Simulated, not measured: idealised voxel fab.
The name of this process module is voxel quadruple lines.
285 nm wide, 5 nm square cells: that's cross-section cut.
In this document a cross-section is written as a grid of square cells. It is given as a series of bands, listed from the top down, and a band is one or more rows of cells.
Look at the band entry: it leads with the top's height and the bottom's height in nm. Then it lists the materials left to right, with a width in nm for each. The word "edge to edge" on a single material says that material fills the band edge to edge. The word "empty" is empty space.
Heights from 0 (as-received wafer is one material below). Bottom band endless downward, as "0 -> down".
Graded width ("30->40"): value in top row of band = first number; value in bottom row = second number; row-to-row change constant.
Where the words "remained the same" appear for a step, the cross-section shows no cell changed by that step; every cell remained as before.
"Voids, enclosed": sealed empty spaces, 8 cells or more, no open way to top, listed width x height at distance, with distance from the left edge and width, height and distance in nm.
Formally, on a step line, whatever follows the settings is a remark that the simulator itself makes on the step.
"overlay nm" on a masked step: distance the mask lay right of its planned place, negative for left.

The following list gives the planned process steps:
1. RECEIVE: material Si
2. CONFORMAL_DEP: material SiO2, thk nm 5
3. DIRECTIONAL_DEP: material W, thk nm 10
4. DIRECTIONAL_DEP: material polySi, thk nm 20
5. DIRECTIONAL_DEP: material aC, thk nm 25
6. PATTERN: tone cover, mask id MANDREL, material resist, width nm 20, pitch nm 60, thk nm 35, overlay nm -15
7. DIRECTIONAL_ETCH: etch materials aC, depth nm 25
8. STRIP: etch materials resist
9. CONFORMAL_DEP: material SiO2, thk nm 10
10. DIRECTIONAL_ETCH: etch materials SiO2, depth nm 10
11. STRIP: etch materials aC
12. DIRECTIONAL_ETCH: etch materials polySi, depth nm 20
13. STRIP: etch materials SiO2
14. CONFORMAL_DEP: material SiCN, thk nm 5
15. DIRECTIONAL_ETCH: etch materials SiCN, depth nm 5
16. STRIP: etch materials polySi
17. DIRECTIONAL_ETCH: etch materials W, depth nm 10
18. STRIP: etch materials SiCN
Don't read the plan's overlay nm for step 6 as applying to every wafer: that's the first wafer's value, and the wafers differ in it, though they all start identical.

Sectional view: first of several wafers, as received, after step 1:
    0 -> down  Si edge to edge
    Voids, enclosed: none

Cross-section of the first of several wafers, taken after step 18, where the module ends:
    15 -> 5  empty (70); W (5); empty (10); W (5); empty (10); W (5); empty (10); W (5); empty (10); W (5); empty (10); W (5); empty (10); W (5); empty (10); W (5); empty (105)
    5 -> 0  SiO2 edge to edge
    0 -> down  Si edge to edge
    Voids, enclosed: none

Wafer cross-section (last wafer, module end):
    15 -> 5  empty (100); W (5); empty (10); W (5); empty (10); W (5); empty (10); W (5); empty (10); W (5); empty (10); W (5); empty (10); W (5); empty (10); W (5); empty (75)
    5 -> 0  SiO2 edge to edge
    0 -> down  Si edge to edge
    Voids, enclosed: none

Per wafer, end of module: cells gained (+) or lost (-) per material since receipt, then closed voids:
overlay nm -15 | +57 SiO2 | +16 W | Voids, enclosed: none
overlay nm -10 | +57 SiO2 | +16 W | Voids, enclosed: none
overlay nm -5 | +57 SiO2 | +16 W | Voids, enclosed: none
overlay nm 0 | +57 SiO2 | +16 W | Voids, enclosed: none
overlay nm 5 | +57 SiO2 | +16 W | Voids, enclosed: none
overlay nm 10 | +57 SiO2 | +16 W | Voids, enclosed: none
overlay nm 15 | +57 SiO2 | +16 W | Voids, enclosed: none
